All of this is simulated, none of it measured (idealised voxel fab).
Presented below is a process module, voxel gate over fins.
This is section cut - it's 285 nm across, gridded in 5 nm square cells.
Notation: cross-section as square-cell grid; stated in bands, top first, going down; one or more cell rows per band.
Band: top and bottom heights (nm) first, top before bottom; then materials from left to right, widths in nm. "throughout" marks a sole material filling the band edge to edge. "air" denotes empty space.
A quick word on heights: they are counted from 0, and under that level the wafer as it came to us is one material throughout. The lowest band is different from the rest in having no bottom; it simply continues downward, written as in "from 0 down".
You'd read "30..40" like this: the band's top row of cells is as wide as the first number, its bottom row is as wide as the second, and going down, every row changes width by the same amount as the row before did.
It should be understood that the words "nothing changed", when stated for a given step, signify that the cross-section underwent no change in any of its cells during that step.
Closed-off voids of 8+ cells (no open route to the top) go in "Unvented internal voids", written width x height at distance from the left edge, in nm.
On a step's line, text after the settings is the simulator commenting on that step.
A step line may carry the setting "overlay nm", which, for steps involving a mask, states the distance by which the mask lay to the right of its intended position; negative values denote displacement to the left.
The steps planned for the process are as follows:
1) RECEIVE | material Si
2) CONFORMAL_DEP | material SiN | thk nm 5
3) MASKED_ETCH | tone cover | mask id FINS | width nm 15 | pitch nm 55 | etch materials SiN | depth nm 5 | overlay nm 0
4) MASKED_ETCH | tone cover | mask id FINS | width nm 15 | pitch nm 55 | etch materials Si | depth nm 40 | overlay nm 0
5) OXIDIZE | depth nm 5
6) FILL_DEP | material SiO2 | thk nm 15
7) CMP | height nm 5
8) MASKED_ETCH | tone open | mask id RAIL | width nm 15 | etch materials SiO2 | depth nm 40 | overlay nm 0
9) CONFORMAL_DEP | material TiN | thk nm 5
10) FILL_DEP | material W | thk nm 5
11) CMP | height nm 5
12) SELECTIVE_ETCH | etch materials W Ru TiN | depth nm 25
13) FILL_DEP | material SiO2 | thk nm 5
14) CMP | height nm 5
15) SELECTIVE_ETCH | etch materials SiO2 | depth nm 20
16) STRIP | etch materials SiN
17) CONFORMAL_DEP | material HfO2 | thk nm 5
18) CONFORMAL_DEP | material TiN | thk nm 5
19) FILL_DEP | material W | thk nm 15
20) CMP | height nm 20
21) CONFORMAL_DEP | material SiCN | thk nm 5
Variable across wafers: step 4 width nm (plan value is that of the first wafer; starting state common to all).
The as-received cross-section of the first of several wafers corresponds to the state after step 1:
    from 0 down | Si throughout
    Unvented internal voids: none
The table below has one row for each wafer; a row shows, as of the end of the module, how many cells of each material the wafer has gained, marked (+), or lost, marked (-), since it was received, and then the wafer's closed voids:
width nm 15; +81 HfO2; -477 Si; +57 SiCN; +309 SiO2; +88 TiN; +227 W; Unvented internal voids: none
width nm 20; +81 HfO2; -445 Si; +57 SiCN; +285 SiO2; +88 TiN; +219 W; Unvented internal voids: none
width nm 25; +81 HfO2; -413 Si; +57 SiCN; +261 SiO2; +88 TiN; +211 W; Unvented internal voids: none
width nm 30; +81 HfO2; -381 Si; +57 SiCN; +237 SiO2; +88 TiN; +203 W; Unvented internal voids: none
